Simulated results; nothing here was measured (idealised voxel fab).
The following is a process module called voxel ribs on slabs.
Section cut is 285 nm wide and gridded with 5 nm square cells.
We lay out every cross-section as a grid of square cells and spell it out in bands from the top down, where one band means one or more rows of cells. Heights first: top, then bottom, in nm. Then materials, left to right, each with a width in nm. "edge to edge" on a single material: fills the band edge to edge. "blank": empty space. The level at which height equals 0 is the one under which the wafer, as it arrives, is entirely one material. No lower edge exists for the bottom band, which continues downward and is notated as in "from 0 down". The two numbers in a width such as "30 to 40" mark its ends across the band: the first belongs to the top row of cells, the second to the bottom row, and from each row to the next the width moves by the same amount. "nothing got changed" after a step means that no cell of the cross-section changed. Each empty space that has no open way to the top and spans at least 8 cells appears under "Voids, sealed" as width x height at distance, the distance counted from the left edge, all in nm. Post-settings text on a step line: simulator's own remark regarding the step. When a step includes a mask, the "overlay nm" setting on its line states how far to the right of its planned place that mask lay, and negative values state how far to the left.
List of planned process steps:
step 1: RECEIVE [material Si]
step 2: DIRECTIONAL_DEP [material SiO2] [thk nm 25]
step 3: DIRECTIONAL_DEP [material SiN] [thk nm 15]
step 4: PATTERN [tone cover] [mask id RIB] [material resist] [width nm 30] [thk nm 15] [overlay nm 0]
step 5: DIRECTIONAL_ETCH [etch materials SiN] [depth nm 10]
step 6: STRIP [etch materials resist]
step 7: MASKED_ETCH [tone cover] [mask id SLAB] [width nm 70] [etch materials SiN] [depth nm 5] [overlay nm 0]
step 8: FILL_DEP [material SiO2] [thk nm 25]
step 9: CMP [height nm 60]
step 10: DIRECTIONAL_DEP [material TiN] [thk nm 10]
step 11: DIRECTIONAL_DEP [material aC] [thk nm 10]
step 12: PATTERN [tone cover] [mask id HEATER] [material resist] [width nm 40] [thk nm 30] [overlay nm 0]
step 13: DIRECTIONAL_ETCH [etch materials aC] [depth nm 10]
step 14: STRIP [etch materials resist]
step 15: DIRECTIONAL_ETCH [etch materials TiN] [depth nm 10]
step 16: STRIP [etch materials aC]
step 17: CONFORMAL_DEP [material SiN] [thk nm 5]
Concerning the first of two wafers, which was run in accordance with the plan:
The cross-section here shows the wafer as received, i.e. in its state after step 1:
    from 0 down | Si edge to edge
    Voids, sealed: none
Cross-sectional representation of the wafer at the conclusion of step 2:
    from 25 to 0 | SiO2 edge to edge
    Under 0: no change, same as before.
Cross-sectional representation of the wafer at the conclusion of step 3:
    from 40 to 25 | SiN edge to edge
    Under 25: no change, same as before.
Cross-sectional representation of the wafer at the conclusion of step 4:
    from 55 to 40 | blank 125 / resist 30 / blank 130
    Under 40: no change, same as before.
Cross-sectional representation of the wafer at the conclusion of step 5:
    from 55 to 40 | blank 125 / resist 30 / blank 130
    from 40 to 30 | blank 125 / SiN 30 / blank 130
    Under 30: no change, same as before.
Cross-sectional representation of the wafer at the conclusion of step 6:
    from 40 to 30 | blank 125 / SiN 30 / blank 130
    Under 30: no change, same as before.
Cross-sectional representation of the wafer at the conclusion of step 7:
    from 40 to 30 | blank 125 / SiN 30 / blank 130
    from 30 to 25 | blank 105 / SiN 70 / blank 110
    Under 25: no change, same as before.
Cross-sectional representation of the wafer at the conclusion of step 8:
    from 65 to 40 | SiO2 edge to edge
    from 40 to 30 | SiO2 125 / SiN 30 / SiO2 130
    from 30 to 25 | SiO2 105 / SiN 70 / SiO2 110
    Under 25: no change, same as before.
Cross-sectional representation of the wafer at the conclusion of step 9:
    from 60 to 40 | SiO2 edge to edge
    Under 40: no change, same as before.
Cross-sectional representation of the wafer at the conclusion of step 10:
    from 70 to 60 | TiN edge to edge
    Under 60: no change, same as before.
Cross-sectional representation of the wafer at the conclusion of step 11:
    from 80 to 70 | aC edge to edge
    Under 70: no change, same as before.
Cross-sectional representation of the wafer at the conclusion of step 12:
    from 110 to 80 | blank 120 / resist 40 / blank 125
    Under 80: no change, same as before.
Cross-sectional representation of the wafer at the conclusion of step 13:
    from 100 to 80 | blank 120 / resist 40 / blank 125
    from 80 to 70 | blank 120 / aC 40 / blank 125
    Under 70: no change, same as before.
Cross-sectional representation of the wafer at the conclusion of step 14:
    from 80 to 70 | blank 120 / aC 40 / blank 125
    Under 70: no change, same as before.
Cross-sectional representation of the wafer at the conclusion of step 15:
    from 80 to 70 | blank 120 / aC 40 / blank 125
    from 70 to 60 | blank 120 / TiN 40 / blank 125
    Under 60: no change, same as before.
Cross-sectional representation of the wafer at the conclusion of step 16:
    from 70 to 60 | blank 120 / TiN 40 / blank 125
    Under 60: no change, same as before.
Cross-sectional representation of the wafer at the conclusion of step 17:
    from 75 to 70 | blank 115 / SiN 50 / blank 120
    from 70 to 65 | blank 115 / SiN 5 / TiN 40 / SiN 5 / blank 120
    from 65 to 60 | SiN 120 / TiN 40 / SiN 125
    Under 60: no change, same as before.
Now the other wafer: same start, same recipe, but we messed up one thing when running it. Up to and including step 1 it's the same as the first one:
Look at the second wafer in cross-section at the time step 2 ought to have finished:
    from 15 to 0 | SiN edge to edge
    Under 0: no change, same as before.
Look at the second wafer in cross-section at the time step 3 ought to have finished:
    from 40 to 15 | SiO2 edge to edge
    Under 15: no change, same as before.
Look at the second wafer in cross-section at the time step 4 ought to have finished:
    from 55 to 40 | blank 125 / resist 30 / blank 130
    Under 40: no change, same as before.
Look at the second wafer in cross-section at the time step 5 ought to have finished: nothing got changed
Look at the second wafer in cross-section at the time step 6 ought to have finished:
    from 40 to 15 | SiO2 edge to edge
    Under 15: no change, same as before.
Look at the second wafer in cross-section at the time step 7 ought to have finished: nothing got changed
Look at the second wafer in cross-section at the time step 8 ought to have finished:
    from 65 to 15 | SiO2 edge to edge
    Under 15: no change, same as before.
Look at the second wafer in cross-section at the time step 9 ought to have finished:
    from 60 to 15 | SiO2 edge to edge
    Under 15: no change, same as before.
Look at the second wafer in cross-section at the time step 10 ought to have finished:
    from 70 to 60 | TiN edge to edge
    Under 60: no change, same as before.
Look at the second wafer in cross-section at the time step 11 ought to have finished:
    from 80 to 70 | aC edge to edge
    Under 70: no change, same as before.
Look at the second wafer in cross-section at the time step 12 ought to have finished:
    from 110 to 80 | blank 120 / resist 40 / blank 125
    Under 80: no change, same as before.
Look at the second wafer in cross-section at the time step 13 ought to have finished:
    from 100 to 80 | blank 120 / resist 40 / blank 125
    from 80 to 70 | blank 120 / aC 40 / blank 125
    Under 70: no change, same as before.
Look at the second wafer in cross-section at the time step 14 ought to have finished:
    from 80 to 70 | blank 120 / aC 40 / blank 125
    Under 70: no change, same as before.
Look at the second wafer in cross-section at the time step 15 ought to have finished:
    from 80 to 70 | blank 120 / aC 40 / blank 125
    from 70 to 60 | blank 120 / TiN 40 / blank 125
    Under 60: no change, same as before.
Look at the second wafer in cross-section at the time step 16 ought to have finished:
    from 70 to 60 | blank 120 / TiN 40 / blank 125
    Under 60: no change, same as before.
Look at the second wafer in cross-section at the time step 17 ought to have finished:
    from 75 to 70 | blank 115 / SiN 50 / blank 120
    from 70 to 65 | blank 115 / SiN 5 / TiN 40 / SiN 5 / blank 120
    from 65 to 60 | SiN 120 / TiN 40 / SiN 125
    Under 60: no change, same as before.
So what did we get wrong on this run? contrary to the plan, steps 2 and 3 were processed in exchanged order
End check, counted in cells, second wafer has more or fewer of these materials than the first: +145 SiN | -145 SiO2
